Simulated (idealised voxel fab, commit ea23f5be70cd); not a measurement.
Process module under the name voxel wiring stack
For reference, the cross-section in this document is cut, with width 205 nm and square cells of 5 nm.
Cross-sections here: square-cell grids, written as top-down lists of bands, a band being one or more rows of cells.
Band: top height; bottom height; in nm. Then, left to right: material with width in nm, for each material. "everywhere": a single material spanning edge to edge. "empty": empty space.
Height 0 is the level under which the wafer as received is all one material. The lowest band goes on downwards, as in "0..down".
Top row gets the first number, bottom row gets the second, and each row in between changes by the same step: that is how a band width like "30->40" works.
Where a step carries "nothing changed", the cross-section came out of it unchanged, cell for cell.
"Catalogued sealed voids": empty spaces of 8 cells or more with no open way to the top, each given as width x height at distance, distance from the left edge, all in nm.
Anything after a step's settings on that line? It's the simulator's own note about the step.
overlay nm: for a step with a mask, the amount by which the mask lay right of where it was planned; a negative amount means left of it.
Each pair below shows a cross-section before one step and the cross-section after it, down to the lowest band that changed. The line under each pair gives the step between them, with its settings. The pairs can come from different runs of this module on the same starting wafer, so a pair continues from the pair above only where its "Pre-process cross-section" says so.
### Pre-process cross-section
    125..110 = lowk 30 | empty 30 | lowk 25 | empty 30 | lowk 25 | empty 30 | lowk 35
    110..95 = lowk 30 | empty 15 | lowk 40 | empty 15 | lowk 40 | empty 15 | lowk 50
    95..90 = SiCN 30 | empty 15 | SiCN 40 | empty 15 | SiCN 40 | empty 15 | SiCN 50
    90..75 = SiO2 30 | W 30 | SiO2 25 | W 30 | SiO2 25 | W 30 | SiO2 35
    75..70 = SiO2 30 | TiN 30 | SiO2 25 | TiN 30 | SiO2 25 | TiN 30 | SiO2 35
    70..65 = SiCN 30 | TiN 15 | SiCN 95 | TiN 15 | SiCN 50
    65..45 = SiO2 everywhere
    45..20 = lowk 30 | W 30 | lowk 25 | W 30 | lowk 25 | W 30 | lowk 35
    20..15 = lowk 30 | TiN 30 | lowk 25 | TiN 30 | lowk 25 | TiN 30 | lowk 35
    15..0 = SiO2 everywhere
    0..down = Si everywhere
    Catalogued sealed voids: none
### Cut View, Post-Step
    130..125 = TiN 35 | empty 20 | TiN 35 | empty 20 | TiN 35 | empty 20 | TiN 40
    125..115 = lowk 30 | TiN 5 | empty 20 | TiN 5 | lowk 25 | TiN 5 | empty 20 | TiN 5 | lowk 25 | TiN 5 | empty 20 | TiN 5 | lowk 35
    115..110 = lowk 30 | TiN 5 | empty 5 | TiN 20 | lowk 25 | TiN 5 | empty 5 | TiN 20 | lowk 25 | TiN 5 | empty 5 | TiN 20 | lowk 35
    110..95 = lowk 30 | TiN 5 | empty 5 | TiN 5 | lowk 40 | TiN 5 | empty 5 | TiN 5 | lowk 40 | TiN 5 | empty 5 | TiN 5 | lowk 50
    95..90 = SiCN 30 | TiN 15 | SiCN 40 | TiN 15 | SiCN 40 | TiN 15 | SiCN 50
    Lower than 90, everything is as it was.
    Catalogued sealed voids: none
In between the before and after cross-sections above, the step is CONFORMAL_DEP | material TiN | thk nm 5
Pre-process cross-section: as in the pair right above, post-step view.
### Cut View, Post-Step
    140..130 = Ru everywhere
    130..125 = TiN 35 | Ru 20 | TiN 35 | Ru 20 | TiN 35 | Ru 20 | TiN 40
    125..115 = lowk 30 | TiN 5 | Ru 20 | TiN 5 | lowk 25 | TiN 5 | Ru 20 | TiN 5 | lowk 25 | TiN 5 | Ru 20 | TiN 5 | lowk 35
    115..110 = lowk 30 | TiN 5 | Ru 5 | TiN 20 | lowk 25 | TiN 5 | Ru 5 | TiN 20 | lowk 25 | TiN 5 | Ru 5 | TiN 20 | lowk 35
    110..95 = lowk 30 | TiN 5 | Ru 5 | TiN 5 | lowk 40 | TiN 5 | Ru 5 | TiN 5 | lowk 40 | TiN 5 | Ru 5 | TiN 5 | lowk 50
    Lower than 95, everything is as it was.
    Catalogued sealed voids: none
In between the before and after cross-sections above, the step is FILL_DEP | material Ru | thk nm 10
Pre-process cross-section: as in the pair right above, post-step view.
### Cut View, Post-Step
    125..115 = lowk 30 | TiN 5 | Ru 20 | TiN 5 | lowk 25 | TiN 5 | Ru 20 | TiN 5 | lowk 25 | TiN 5 | Ru 20 | TiN 5 | lowk 35
    Lower than 115, everything is as it was.
    Catalogued sealed voids: none
In between the before and after cross-sections above, the step is CMP | height nm 125
Pre-process cross-section: as in the pair right above, post-step view.
### Cut View, Post-Step
    130..125 = SiN everywhere
    Lower than 125, everything is as it was.
    Catalogued sealed voids: none
In between the before and after cross-sections above, the step is CONFORMAL_DEP | material SiN | thk nm 5
### Pre-process cross-section
    100..90 = SiO2 everywhere
    90..75 = SiO2 30 | W 30 | SiO2 25 | W 30 | SiO2 25 | W 30 | SiO2 35
    75..70 = SiO2 30 | TiN 30 | SiO2 25 | TiN 30 | SiO2 25 | TiN 30 | SiO2 35
    70..50 = SiO2 30 | TiN 5 | W 5 | TiN 5 | SiO2 95 | TiN 5 | W 5 | TiN 5 | SiO2 50
    50..45 = SiCN 30 | TiN 15 | SiCN 95 | TiN 15 | SiCN 50
    45..20 = lowk 30 | W 30 | lowk 25 | W 30 | lowk 25 | W 30 | lowk 35
    20..15 = lowk 30 | TiN 30 | lowk 25 | TiN 30 | lowk 25 | TiN 30 | lowk 35
    15..0 = SiO2 everywhere
    0..down = Si everywhere
    Catalogued sealed voids: none
### Cut View, Post-Step
    85..75 = SiO2 30 | W 30 | SiO2 25 | W 30 | SiO2 25 | W 30 | SiO2 35
    Lower than 75, everything is as it was.
    Catalogued sealed voids: none
In between the before and after cross-sections above, the step is CMP | height nm 85
Pre-process cross-section: as in the pair right above, post-step view.
### Cut View, Post-Step
    90..85 = SiCN everywhere
    Lower than 85, everything is as it was.
    Catalogued sealed voids: none
In between the before and after cross-sections above, the step is CONFORMAL_DEP | material SiCN | thk nm 5
Pre-process cross-section: as in the pair right above, post-step view.
### Cut View, Post-Step
    120..90 = lowk everywhere
    Lower than 90, everything is as it was.
    Catalogued sealed voids: none
In between the before and after cross-sections above, the step is DIRECTIONAL_DEP | material lowk | thk nm 30
Pre-process cross-section: as in the pair right above, post-step view.
### Cut View, Post-Step
    140..120 = resist 30 | empty 15 | resist 40 | empty 15 | resist 40 | empty 15 | resist 50
    Lower than 120, everything is as it was.
    Catalogued sealed voids: none
In between the before and after cross-sections above, the step is PATTERN | tone open | mask id METAL_3_HOLES | material resist | width nm 15 | pitch nm 55 | thk nm 20 | overlay nm 0
Pre-process cross-section: as in the pair right above, post-step view.
### Cut View, Post-Step
    140..120 = resist 30 | empty 15 | resist 40 | empty 15 | resist 40 | empty 15 | resist 50
    120..90 = lowk 30 | empty 15 | lowk 40 | empty 15 | lowk 40 | empty 15 | lowk 50
    Lower than 90, everything is as it was.
    Catalogued sealed voids: none
In between the before and after cross-sections above, the step is DIRECTIONAL_ETCH | etch materials lowk | depth nm 30
Pre-process cross-section: as in the pair right above, post-step view.
### Cut View, Post-Step
    120..90 = lowk 30 | empty 15 | lowk 40 | empty 15 | lowk 40 | empty 15 | lowk 50
    Lower than 90, everything is as it was.
    Catalogued sealed voids: none
In between the before and after cross-sections above, the step is STRIP | etch materials resist
Pre-process cross-section: as in the pair right above, post-step view.
### Cut View, Post-Step
    120..105 = lowk 30 | empty 30 | lowk 25 | empty 30 | lowk 25 | empty 30 | lowk 35
    Lower than 105, everything is as it was.
    Catalogued sealed voids: none
In between the before and after cross-sections above, the step is MASKED_ETCH | tone open | mask id METAL_3 | width nm 30 | pitch nm 55 | etch materials lowk | depth nm 15 | overlay nm 0
Pre-process cross-section: as in the pair right above, post-step view.
### Cut View, Post-Step
    120..105 = lowk 30 | empty 30 | lowk 25 | empty 30 | lowk 25 | empty 30 | lowk 35
    105..90 = lowk 30 | empty 15 | lowk 40 | empty 15 | lowk 40 | empty 15 | lowk 50
    90..85 = SiCN 30 | empty 15 | SiCN 40 | empty 15 | SiCN 40 | empty 15 | SiCN 50
    Lower than 85, everything is as it was.
    Catalogued sealed voids: none
In between the before and after cross-sections above, the step is MASKED_ETCH | tone open | mask id METAL_3 | width nm 30 | pitch nm 55 | etch materials SiCN | depth nm 5 | overlay nm 0
Pre-process cross-section: as in the pair right above, post-step view.
### Cut View, Post-Step
    125..120 = TiN 35 | empty 20 | TiN 35 | empty 20 | TiN 35 | empty 20 | TiN 40
    120..110 = lowk 30 | TiN 5 | empty 20 | TiN 5 | lowk 25 | TiN 5 | empty 20 | TiN 5 | lowk 25 | TiN 5 | empty 20 | TiN 5 | lowk 35
    110..105 = lowk 30 | TiN 5 | empty 5 | TiN 20 | lowk 25 | TiN 5 | empty 5 | TiN 20 | lowk 25 | TiN 5 | empty 5 | TiN 20 | lowk 35
    105..90 = lowk 30 | TiN 5 | empty 5 | TiN 5 | lowk 40 | TiN 5 | empty 5 | TiN 5 | lowk 40 | TiN 5 | empty 5 | TiN 5 | lowk 50
    90..85 = SiCN 30 | TiN 15 | SiCN 40 | TiN 15 | SiCN 40 | TiN 15 | SiCN 50
    Lower than 85, everything is as it was.
    Catalogued sealed voids: none
In between the before and after cross-sections above, the step is CONFORMAL_DEP | material TiN | thk nm 5
Pre-process cross-section: as in the pair right above, post-step view.
### Cut View, Post-Step
    135..125 = Ru everywhere
    125..120 = TiN 35 | Ru 20 | TiN 35 | Ru 20 | TiN 35 | Ru 20 | TiN 40
    120..110 = lowk 30 | TiN 5 | Ru 20 | TiN 5 | lowk 25 | TiN 5 | Ru 20 | TiN 5 | lowk 25 | TiN 5 | Ru 20 | TiN 5 | lowk 35
    110..105 = lowk 30 | TiN 5 | Ru 5 | TiN 20 | lowk 25 | TiN 5 | Ru 5 | TiN 20 | lowk 25 | TiN 5 | Ru 5 | TiN 20 | lowk 35
    105..90 = lowk 30 | TiN 5 | Ru 5 | TiN 5 | lowk 40 | TiN 5 | Ru 5 | TiN 5 | lowk 40 | TiN 5 | Ru 5 | TiN 5 | lowk 50
    Lower than 90, everything is as it was.
    Catalogued sealed voids: none
In between the before and after cross-sections above, the step is FILL_DEP | material Ru | thk nm 10
Pre-process cross-section: as in the pair right above, post-step view.
### Cut View, Post-Step
    125..120 = TiN 35 | Ru 20 | TiN 35 | Ru 20 | TiN 35 | Ru 20 | TiN 40
    Lower than 120, everything is as it was.
    Catalogued sealed voids: none
In between the before and after cross-sections above, the step is CMP | height nm 125
Pre-process cross-section: as in the pair right above, post-step view.
### Cut View, Post-Step
    130..125 = SiN everywhere
    Lower than 125, everything is as it was.
    Catalogued sealed voids: none
In between the before and after cross-sections above, the step is CONFORMAL_DEP | material SiN | thk nm 5
### Pre-process cross-section
    80..70 = aC everywhere
    70..50 = SiO2 everywhere
    50..45 = SiCN everywhere
    45..20 = lowk 30 | W 30 | lowk 25 | W 30 | lowk 25 | W 30 | lowk 35
    20..15 = lowk 30 | TiN 30 | lowk 25 | TiN 30 | lowk 25 | TiN 30 | lowk 35
    15..0 = SiO2 everywhere
    0..down = Si everywhere
    Catalogued sealed voids: none
### Cut View, Post-Step
    110..80 = resist 30 | empty 20 | resist 90 | empty 20 | resist 45
    Lower than 80, everything is as it was.
    Catalogued sealed voids: none
In between the before and after cross-sections above, the step is PATTERN | tone open | mask id PLUG_1 | material resist | width nm 20 | pitch nm 110 | thk nm 30 | overlay nm 0
Pre-process cross-section: as in the pair right above, post-step view.
### Cut View, Post-Step
    100..80 = resist 30 | empty 20 | resist 90 | empty 20 | resist 45
    80..70 = aC 30 | empty 20 | aC 90 | empty 20 | aC 45
    Lower than 70, everything is as it was.
    Catalogued sealed voids: none
In between the before and after cross-sections above, the step is DIRECTIONAL_ETCH | etch materials aC | depth nm 10
Pre-process cross-section: as in the pair right above, post-step view.
### Cut View, Post-Step
    80..70 = aC 30 | empty 20 | aC 90 | empty 20 | aC 45
    Lower than 70, everything is as it was.
    Catalogued sealed voids: none
In between the before and after cross-sections above, the step is STRIP | etch materials resist
Pre-process cross-section: as in the pair right above, post-step view.
### Cut View, Post-Step
    80..70 = aC 30 | empty 20 | aC 90 | empty 20 | aC 45
    70..50 = SiO2 30 | empty 20 | SiO2 90 | empty 20 | SiO2 45
    Lower than 50, everything is as it was.
    Catalogued sealed voids: none
In between the before and after cross-sections above, the step is DIRECTIONAL_ETCH | etch materials SiO2 | depth nm 20
Pre-process cross-section: as in the pair right above, post-step view.
### Cut View, Post-Step
    80..70 = aC 30 | empty 20 | aC 90 | empty 20 | aC 45
    70..50 = SiO2 30 | empty 20 | SiO2 90 | empty 20 | SiO2 45
    50..45 = SiCN 30 | empty 20 | SiCN 90 | empty 20 | SiCN 45
    Lower than 45, everything is as it was.
    Catalogued sealed voids: none
In between the before and after cross-sections above, the step is DIRECTIONAL_ETCH | etch materials SiCN | depth nm 5
Pre-process cross-section: as in the pair right above, post-step view.
### Cut View, Post-Step
    70..50 = SiO2 30 | empty 20 | SiO2 90 | empty 20 | SiO2 45
    Lower than 50, everything is as it was.
    Catalogued sealed voids: none
In between the before and after cross-sections above, the step is STRIP | etch materials aC
Pre-process cross-section: as in the pair right above, post-step view.
### Cut View, Post-Step
    75..70 = TiN 35 | empty 10 | TiN 100 | empty 10 | TiN 50
    70..50 = SiO2 30 | TiN 5 | empty 10 | TiN 5 | SiO2 90 | TiN 5 | empty 10 | TiN 5 | SiO2 45
    50..45 = SiCN 30 | TiN 20 | SiCN 90 | TiN 20 | SiCN 45
    Lower than 45, everything is as it was.
    Catalogued sealed voids: none
In between the before and after cross-sections above, the step is CONFORMAL_DEP | material TiN | thk nm 5
Pre-process cross-section: as in the pair right above, post-step view.
### Cut View, Post-Step
    80..75 = W everywhere
    75..70 = TiN 35 | W 10 | TiN 100 | W 10 | TiN 50
    70..50 = SiO2 30 | TiN 5 | W 10 | TiN 5 | SiO2 90 | TiN 5 | W 10 | TiN 5 | SiO2 45
    Lower than 50, everything is as it was.
    Catalogued sealed voids: none
In between the before and after cross-sections above, the step is FILL_DEP | material W | thk nm 5
Pre-process cross-section: as in the pair right above, post-step view.
### Cut View, Post-Step
    70..50 = SiO2 30 | TiN 5 | W 10 | TiN 5 | SiO2 90 | TiN 5 | W 10 | TiN 5 | SiO2 45
    Lower than 50, everything is as it was.
    Catalogued sealed voids: none
In between the before and after cross-sections above, the step is CMP | height nm 70
Pre-process cross-section: as in the pair right above, post-step view.
### Cut View, Post-Step
    75..70 = TiN everywhere
    Lower than 70, everything is as it was.
    Catalogued sealed voids: none
In between the before and after cross-sections above, the step is DIRECTIONAL_DEP | material TiN | thk nm 5
Pre-process cross-section: as in the pair right above, post-step view.
### Cut View, Post-Step
    90..75 = W everywhere
    Lower than 75, everything is as it was.
    Catalogued sealed voids: none
In between the before and after cross-sections above, the step is DIRECTIONAL_DEP | material W | thk nm 15
Pre-process cross-section: as in the pair right above, post-step view.
### Cut View, Post-Step
    110..90 = empty 30 | resist 30 | empty 25 | resist 30 | empty 25 | resist 30 | empty 35
    Lower than 90, everything is as it was.
    Catalogued sealed voids: none
In between the before and after cross-sections above, the step is PATTERN | tone cover | mask id METAL_2 | material resist | width nm 30 | pitch nm 55 | thk nm 20 | overlay nm 0
Pre-process cross-section: as in the pair right above, post-step view.
### Cut View, Post-Step
    110..90 = empty 30 | resist 30 | empty 25 | resist 30 | empty 25 | resist 30 | empty 35
    90..75 = empty 30 | W 30 | empty 25 | W 30 | empty 25 | W 30 | empty 35
    Lower than 75, everything is as it was.
    Catalogued sealed voids: none
In between the before and after cross-sections above, the step is DIRECTIONAL_ETCH | etch materials W | depth nm 15
Pre-process cross-section: as in the pair right above, post-step view.
### Cut View, Post-Step
    110..90 = empty 30 | resist 30 | empty 25 | resist 30 | empty 25 | resist 30 | empty 35
    90..75 = empty 30 | W 30 | empty 25 | W 30 | empty 25 | W 30 | empty 35
    75..70 = empty 30 | TiN 30 | empty 25 | TiN 30 | empty 25 | TiN 30 | empty 35
    Lower than 70, everything is as it was.
    Catalogued sealed voids: none
In between the before and after cross-sections above, the step is DIRECTIONAL_ETCH | etch materials TiN | depth nm 5
Pre-process cross-section: as in the pair right above, post-step view.
### Cut View, Post-Step
    90..75 = empty 30 | W 30 | empty 25 | W 30 | empty 25 | W 30 | empty 35
    Lower than 75, everything is as it was.
    Catalogued sealed voids: none
In between the before and after cross-sections above, the step is STRIP | etch materials resist
Pre-process cross-section: as in the pair right above, post-step view.
### Cut View, Post-Step
    100..90 = SiO2 everywhere
    90..75 = SiO2 30 | W 30 | SiO2 25 | W 30 | SiO2 25 | W 30 | SiO2 35
    75..70 = SiO2 30 | TiN 30 | SiO2 25 | TiN 30 | SiO2 25 | TiN 30 | SiO2 35
    Lower than 70, everything is as it was.
    Catalogued sealed voids: none
In between the before and after cross-sections above, the step is FILL_DEP | material SiO2 | thk nm 10
Pre-process cross-section: as in the pair right above, post-step view.
### Cut View, Post-Step
    90..75 = SiO2 30 | W 30 | SiO2 25 | W 30 | SiO2 25 | W 30 | SiO2 35
    Lower than 75, everything is as it was.
    Catalogued sealed voids: none
In between the before and after cross-sections above, the step is CMP | height nm 90
Pre-process cross-section: as in the pair right above, post-step view.
### Cut View, Post-Step
    95..90 = SiCN everywhere
    Lower than 90, everything is as it was.
    Catalogued sealed voids: none
In between the before and after cross-sections above, the step is CONFORMAL_DEP | material SiCN | thk nm 5
Pre-process cross-section: as in the pair right above, post-step view.
### Cut View, Post-Step
    125..95 = lowk everywhere
    Lower than 95, everything is as it was.
    Catalogued sealed voids: none
In between the before and after cross-sections above, the step is DIRECTIONAL_DEP | material lowk | thk nm 30
Pre-process cross-section: as in the pair right above, post-step view.
### Cut View, Post-Step
    145..125 = resist 30 | empty 15 | resist 40 | empty 15 | resist 40 | empty 15 | resist 50
    Lower than 125, everything is as it was.
    Catalogued sealed voids: none
In between the before and after cross-sections above, the step is PATTERN | tone open | mask id METAL_3_HOLES | material resist | width nm 15 | pitch nm 55 | thk nm 20 | overlay nm 0
Pre-process cross-section: as in the pair right above, post-step view.
### Cut View, Post-Step
    145..125 = resist 30 | empty 15 | resist 40 | empty 15 | resist 40 | empty 15 | resist 50
    125..95 = lowk 30 | empty 15 | lowk 40 | empty 15 | lowk 40 | empty 15 | lowk 50
    Lower than 95, everything is as it was.
    Catalogued sealed voids: none
In between the before and after cross-sections above, the step is DIRECTIONAL_ETCH | etch materials lowk | depth nm 30
Pre-process cross-section: as in the pair right above, post-step view.
### Cut View, Post-Step
    125..95 = lowk 30 | empty 15 | lowk 40 | empty 15 | lowk 40 | empty 15 | lowk 50
    Lower than 95, everything is as it was.
    Catalogued sealed voids: none
In between the before and after cross-sections above, the step is STRIP | etch materials resist
Pre-process cross-section: as in the pair right above, post-step view.
### Cut View, Post-Step
    125..110 = lowk 30 | empty 30 | lowk 25 | empty 30 | lowk 25 | empty 30 | lowk 35
    Lower than 110, everything is as it was.
    Catalogued sealed voids: none
In between the before and after cross-sections above, the step is MASKED_ETCH | tone open | mask id METAL_3 | width nm 30 | pitch nm 55 | etch materials lowk | depth nm 15 | overlay nm 0
Pre-process cross-section: as in the pair right above, post-step view.
### Cut View, Post-Step
    125..110 = lowk 30 | empty 30 | lowk 25 | empty 30 | lowk 25 | empty 30 | lowk 35
    110..95 = lowk 30 | empty 15 | lowk 40 | empty 15 | lowk 40 | empty 15 | lowk 50
    95..90 = SiCN 30 | empty 15 | SiCN 40 | empty 15 | SiCN 40 | empty 15 | SiCN 50
    Lower than 90, everything is as it was.
    Catalogued sealed voids: none
In between the before and after cross-sections above, the step is MASKED_ETCH | tone open | mask id METAL_3 | width nm 30 | pitch nm 55 | etch materials SiCN | depth nm 5 | overlay nm 0
Pre-process cross-section: as in the pair right above, post-step view.
### Cut View, Post-Step
    130..125 = TiN 35 | empty 20 | TiN 35 | empty 20 | TiN 35 | empty 20 | TiN 40
    125..115 = lowk 30 | TiN 5 | empty 20 | TiN 5 | lowk 25 | TiN 5 | empty 20 | TiN 5 | lowk 25 | TiN 5 | empty 20 | TiN 5 | lowk 35
    115..110 = lowk 30 | TiN 5 | empty 5 | TiN 20 | lowk 25 | TiN 5 | empty 5 | TiN 20 | lowk 25 | TiN 5 | empty 5 | TiN 20 | lowk 35
    110..95 = lowk 30 | TiN 5 | empty 5 | TiN 5 | lowk 40 | TiN 5 | empty 5 | TiN 5 | lowk 40 | TiN 5 | empty 5 | TiN 5 | lowk 50
    95..90 = SiCN 30 | TiN 15 | SiCN 40 | TiN 15 | SiCN 40 | TiN 15 | SiCN 50
    Lower than 90, everything is as it was.
    Catalogued sealed voids: none
In between the before and after cross-sections above, the step is CONFORMAL_DEP | material TiN | thk nm 5
Pre-process cross-section: as in the pair right above, post-step view.
### Cut View, Post-Step
    140..130 = Ru everywhere
    130..125 = TiN 35 | Ru 20 | TiN 35 | Ru 20 | TiN 35 | Ru 20 | TiN 40
    125..115 = lowk 30 | TiN 5 | Ru 20 | TiN 5 | lowk 25 | TiN 5 | Ru 20 | TiN 5 | lowk 25 | TiN 5 | Ru 20 | TiN 5 | lowk 35
    115..110 = lowk 30 | TiN 5 | Ru 5 | TiN 20 | lowk 25 | TiN 5 | Ru 5 | TiN 20 | lowk 25 | TiN 5 | Ru 5 | TiN 20 | lowk 35
    110..95 = lowk 30 | TiN 5 | Ru 5 | TiN 5 | lowk 40 | TiN 5 | Ru 5 | TiN 5 | lowk 40 | TiN 5 | Ru 5 | TiN 5 | lowk 50
    Lower than 95, everything is as it was.
    Catalogued sealed voids: none
In between the before and after cross-sections above, the step is FILL_DEP | material Ru | thk nm 10
Pre-process cross-section: as in the pair right above, post-step view.
### Cut View, Post-Step
    125..115 = lowk 30 | TiN 5 | Ru 20 | TiN 5 | lowk 25 | TiN 5 | Ru 20 | TiN 5 | lowk 25 | TiN 5 | Ru 20 | TiN 5 | lowk 35
    Lower than 115, everything is as it was.
    Catalogued sealed voids: none
In between the before and after cross-sections above, the step is CMP | height nm 125
Pre-process cross-section: as in the pair right above, post-step view.
### Cut View, Post-Step
    130..125 = SiN everywhere
    Lower than 125, everything is as it was.
    Catalogued sealed voids: none
In between the before and after cross-sections above, the step is CONFORMAL_DEP | material SiN | thk nm 5
### Pre-process cross-section
    125..95 = lowk everywhere
    95..90 = SiCN everywhere
    90..75 = SiO2 30 | W 30 | SiO2 25 | W 30 | SiO2 25 | W 30 | SiO2 35
    75..70 = SiO2 30 | TiN 30 | SiO2 25 | TiN 30 | SiO2 25 | TiN 30 | SiO2 35
    70..50 = SiO2 30 | TiN 5 | W 5 | TiN 5 | SiO2 95 | TiN 5 | W 5 | TiN 5 | SiO2 50
    50..45 = SiCN 30 | TiN 15 | SiCN 95 | TiN 15 | SiCN 50
    45..20 = lowk 30 | W 30 | lowk 25 | W 30 | lowk 25 | W 30 | lowk 35
    20..15 = lowk 30 | TiN 30 | lowk 25 | TiN 30 | lowk 25 | TiN 30 | lowk 35
    15..0 = SiO2 everywhere
    0..down = Si everywhere
    Catalogued sealed voids: none
### Cut View, Post-Step
    145..125 = resist 40 | empty 15 | resist 40 | empty 15 | resist 40 | empty 15 | resist 40
    Lower than 125, everything is as it was.
    Catalogued sealed voids: none
In between the before and after cross-sections above, the step is PATTERN | tone open | mask id METAL_3_HOLES | material resist | width nm 15 | pitch nm 55 | thk nm 20 | overlay nm 10
Pre-process cross-section: as in the pair right above, post-step view.
### Cut View, Post-Step
    145..125 = resist 40 | empty 15 | resist 40 | empty 15 | resist 40 | empty 15 | resist 40
    125..95 = lowk 40 | empty 15 | lowk 40 | empty 15 | lowk 40 | empty 15 | lowk 40
    Lower than 95, everything is as it was.
    Catalogued sealed voids: none
In between the before and after cross-sections above, the step is DIRECTIONAL_ETCH | etch materials lowk | depth nm 30
Pre-process cross-section: as in the pair right above, post-step view.
### Cut View, Post-Step
    125..95 = lowk 40 | empty 15 | lowk 40 | empty 15 | lowk 40 | empty 15 | lowk 40
    Lower than 95, everything is as it was.
    Catalogued sealed voids: none
In between the before and after cross-sections above, the step is STRIP | etch materials resist
Pre-process cross-section: as in the pair right above, post-step view.
### Cut View, Post-Step
    125..110 = lowk 30 | empty 30 | lowk 25 | empty 30 | lowk 25 | empty 30 | lowk 35
    Lower than 110, everything is as it was.
    Catalogued sealed voids: none
In between the before and after cross-sections above, the step is MASKED_ETCH | tone open | mask id METAL_3 | width nm 30 | pitch nm 55 | etch materials lowk | depth nm 15 | overlay nm 0
Pre-process cross-section: as in the pair right above, post-step view.
### Cut View, Post-Step
    125..110 = lowk 30 | empty 30 | lowk 25 | empty 30 | lowk 25 | empty 30 | lowk 35
    110..95 = lowk 40 | empty 15 | lowk 40 | empty 15 | lowk 40 | empty 15 | lowk 40
    95..90 = SiCN 40 | empty 15 | SiCN 40 | empty 15 | SiCN 40 | empty 15 | SiCN 40
    Lower than 90, everything is as it was.
    Catalogued sealed voids: none
In between the before and after cross-sections above, the step is MASKED_ETCH | tone open | mask id METAL_3 | width nm 30 | pitch nm 55 | etch materials SiCN | depth nm 5 | overlay nm 0
Pre-process cross-section: as in the pair right above, post-step view.
### Cut View, Post-Step
    130..125 = TiN 35 | empty 20 | TiN 35 | empty 20 | TiN 35 | empty 20 | TiN 40
    125..115 = lowk 30 | TiN 5 | empty 20 | TiN 5 | lowk 25 | TiN 5 | empty 20 | TiN 5 | lowk 25 | TiN 5 | empty 20 | TiN 5 | lowk 35
    115..110 = lowk 30 | TiN 15 | empty 5 | TiN 10 | lowk 25 | TiN 15 | empty 5 | TiN 10 | lowk 25 | TiN 15 | empty 5 | TiN 10 | lowk 35
    110..95 = lowk 40 | TiN 5 | empty 5 | TiN 5 | lowk 40 | TiN 5 | empty 5 | TiN 5 | lowk 40 | TiN 5 | empty 5 | TiN 5 | lowk 40
    95..90 = SiCN 40 | TiN 15 | SiCN 40 | TiN 15 | SiCN 40 | TiN 15 | SiCN 40
    Lower than 90, everything is as it was.
    Catalogued sealed voids: none
In between the before and after cross-sections above, the step is CONFORMAL_DEP | material TiN | thk nm 5
Pre-process cross-section: as in the pair right above, post-step view.
### Cut View, Post-Step
    140..130 = Ru everywhere
    130..125 = TiN 35 | Ru 20 | TiN 35 | Ru 20 | TiN 35 | Ru 20 | TiN 40
    125..115 = lowk 30 | TiN 5 | Ru 20 | TiN 5 | lowk 25 | TiN 5 | Ru 20 | TiN 5 | lowk 25 | TiN 5 | Ru 20 | TiN 5 | lowk 35
    115..110 = lowk 30 | TiN 15 | Ru 5 | TiN 10 | lowk 25 | TiN 15 | Ru 5 | TiN 10 | lowk 25 | TiN 15 | Ru 5 | TiN 10 | lowk 35
    110..95 = lowk 40 | TiN 5 | Ru 5 | TiN 5 | lowk 40 | TiN 5 | Ru 5 | TiN 5 | lowk 40 | TiN 5 | Ru 5 | TiN 5 | lowk 40
    Lower than 95, everything is as it was.
    Catalogued sealed voids: none
In between the before and after cross-sections above, the step is FILL_DEP | material Ru | thk nm 10
Pre-process cross-section: as in the pair right above, post-step view.
### Cut View, Post-Step
    125..115 = lowk 30 | TiN 5 | Ru 20 | TiN 5 | lowk 25 | TiN 5 | Ru 20 | TiN 5 | lowk 25 | TiN 5 | Ru 20 | TiN 5 | lowk 35
    Lower than 115, everything is as it was.
    Catalogued sealed voids: none
In between the before and after cross-sections above, the step is CMP | height nm 125
Pre-process cross-section: as in the pair right above, post-step view.
### Cut View, Post-Step
    130..125 = SiN everywhere
    Lower than 125, everything is as it was.
    Catalogued sealed voids: none
In between the before and after cross-sections above, the step is CONFORMAL_DEP | material SiN | thk nm 5
### Pre-process cross-section
    95..90 = SiCN everywhere
    90..75 = SiO2 30 | W 30 | SiO2 25 | W 30 | SiO2 25 | W 30 | SiO2 35
    75..70 = SiO2 30 | TiN 30 | SiO2 25 | TiN 30 | SiO2 25 | TiN 30 | SiO2 35
    70..50 = SiO2 30 | TiN 5 | W 5 | TiN 5 | SiO2 95 | TiN 5 | W 5 | TiN 5 | SiO2 50
    50..45 = SiCN 30 | TiN 15 | SiCN 95 | TiN 15 | SiCN 50
    45..20 = lowk 30 | W 30 | lowk 25 | W 30 | lowk 25 | W 30 | lowk 35
    20..15 = lowk 30 | TiN 30 | lowk 25 | TiN 30 | lowk 25 | TiN 30 | lowk 35
    15..0 = SiO2 everywhere
    0..down = Si everywhere
    Catalogued sealed voids: none
### Cut View, Post-Step
    125..95 = SiO2 everywhere
    Lower than 95, everything is as it was.
    Catalogued sealed voids: none
In between the before and after cross-sections above, the step is DIRECTIONAL_DEP | material SiO2 | thk nm 30
Pre-process cross-section: as in the pair right above, post-step view.
### Cut View, Post-Step
    145..125 = resist 30 | empty 15 | resist 40 | empty 15 | resist 40 | empty 15 | resist 50
    Lower than 125, everything is as it was.
    Catalogued sealed voids: none
In between the before and after cross-sections above, the step is PATTERN | tone open | mask id METAL_3_HOLES | material resist | width nm 15 | pitch nm 55 | thk nm 20 | overlay nm 0
Pre-process cross-section: as in the pair right above, post-step view.
### Cut View, Post-Step
    125..95 = SiO2 everywhere
    Lower than 95, everything is as it was.
    Catalogued sealed voids: none
In between the before and after cross-sections above, the step is STRIP | etch materials resist
Pre-process cross-section: as in the pair right above, post-step view.
### Cut View, Post-Step
    130..125 = TiN everywhere
    Lower than 125, everything is as it was.
    Catalogued sealed voids: none
In between the before and after cross-sections above, the step is CONFORMAL_DEP | material TiN | thk nm 5
Pre-process cross-section: as in the pair right above, post-step view.
### Cut View, Post-Step
    140..130 = Ru everywhere
    Lower than 130, everything is as it was.
    Catalogued sealed voids: none
In between the before and after cross-sections above, the step is FILL_DEP | material Ru | thk nm 10
Pre-process cross-section: as in the pair right above, post-step view.
### Cut View, Post-Step
    125..95 = SiO2 everywhere
    Lower than 95, everything is as it was.
    Catalogued sealed voids: none
In between the before and after cross-sections above, the step is CMP | height nm 125
Pre-process cross-section: as in the pair right above, post-step view.
### Cut View, Post-Step
    130..125 = SiN everywhere
    Lower than 125, everything is as it was.
    Catalogued sealed voids: none
In between the before and after cross-sections above, the step is CONFORMAL_DEP | material SiN | thk nm 5
